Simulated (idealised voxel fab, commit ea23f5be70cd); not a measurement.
Process module name: voxel self aligned contacts
Cross-section cut spans 210 nm and uses square cells 5 nm in size.
Each cross-section below is a grid of square cells, stated as bands in top-down order, with one or more rows of cells making up each band. In this notation a band is specified by the heights of its top and bottom, in that order and in nm, after which its materials appear from left to right, each paired with its width in nm. The word "full width" attached to a single material means that material fills the band from edge to edge; the word "blank" stands for empty space. For the purposes of this specification, 0 denotes the height below which the wafer in its as-received condition is composed wholly of one material, and the lowermost band, lacking a lower limit, extends downward without end, as expressed in "top 0, no bottom". It should be noted that a width expressed as "30 to 40" varies in equal increments from row to row of cells within the band, taking the value of the first number at the top row and that of the second number at the bottom row. It should be understood that the words "nothing was modified", when stated for a given step, signify that the cross-section underwent no change in any of its cells during that step. Enclosed voids (no open way to top), threshold 8 cells or more, entry "Catalogued sealed voids", notation width x height at distance, distance from left edge, nm. Past the settings on a step's line: simulator remark, on that step. If you see "overlay nm" on a step's line and that step has a mask, it's telling you how far right of where it was planned the mask ended up; a negative number means it went left instead.

Set out below are the planned steps of the process:
1. RECEIVE [material Si]
2. CONFORMAL_DEP [material SiO2] [thk nm 5]
3. DIRECTIONAL_DEP [material polySi] [thk nm 30]
4. DIRECTIONAL_DEP [material SiN] [thk nm 20]
5. PATTERN [tone cover] [mask id GATE] [material resist] [width nm 30] [pitch nm 55] [thk nm 15] [overlay nm 0]
6. DIRECTIONAL_ETCH [etch materials SiN] [depth nm 20]
7. DIRECTIONAL_ETCH [etch materials polySi] [depth nm 30]
8. STRIP [etch materials resist]
9. CONFORMAL_DEP [material SiN] [thk nm 5]
10. DIRECTIONAL_ETCH [etch materials SiN] [depth nm 5]
11. FILL_DEP [material SiO2] [thk nm 15]
12. CMP [height nm 60]
13. MASKED_ETCH [tone open] [mask id CONTACT] [width nm 35] [pitch nm 55] [etch materials SiO2] [depth nm 60] [overlay nm 0]
14. CONFORMAL_DEP [material TiN] [thk nm 5]
15. FILL_DEP [material W] [thk nm 5]
16. CMP [height nm 60]
17. CONFORMAL_DEP [material SiCN] [thk nm 5]

Incoming wafer, cross-sectional view, post step 1:
  top 0, no bottom = Si full width
  Catalogued sealed voids: none

End state of the module in cross-section, given the above starting point and plan and one mistake in execution:
  top 65, bottom 60 = SiCN full width
  top 60, bottom 55 = 60 nm SiO2; 15 nm TiN; 5 nm W; 15 nm TiN; 20 nm SiO2; 15 nm TiN; 5 nm W; 15 nm TiN; 60 nm SiO2
  top 55, bottom 35 = 30 nm SiO2; 40 nm SiN; 5 nm TiN; 5 nm W; 5 nm TiN; 40 nm SiN; 5 nm TiN; 5 nm W; 5 nm TiN; 40 nm SiN; 30 nm SiO2
  top 35, bottom 20 = 30 nm SiO2; 5 nm SiN; 30 nm polySi; 5 nm SiN; 5 nm TiN; 5 nm W; 5 nm TiN; 5 nm SiN; 30 nm polySi; 5 nm SiN; 5 nm TiN; 5 nm W; 5 nm TiN; 5 nm SiN; 30 nm polySi; 5 nm SiN; 30 nm SiO2
  top 20, bottom 15 = 30 nm SiO2; 5 nm SiN; 30 nm polySi; 5 nm SiN; 15 nm TiN; 5 nm SiN; 30 nm polySi; 5 nm SiN; 15 nm TiN; 5 nm SiN; 30 nm polySi; 5 nm SiN; 30 nm SiO2
  top 15, bottom 5 = polySi full width
  top 5, bottom 0 = SiO2 full width
  top 0, no bottom = Si full width
  Catalogued sealed voids: none
Misprocessing identified: note that step 7 departed from the planned setting and was carried out as DIRECTIONAL_ETCH [etch materials polySi] [depth nm 20]
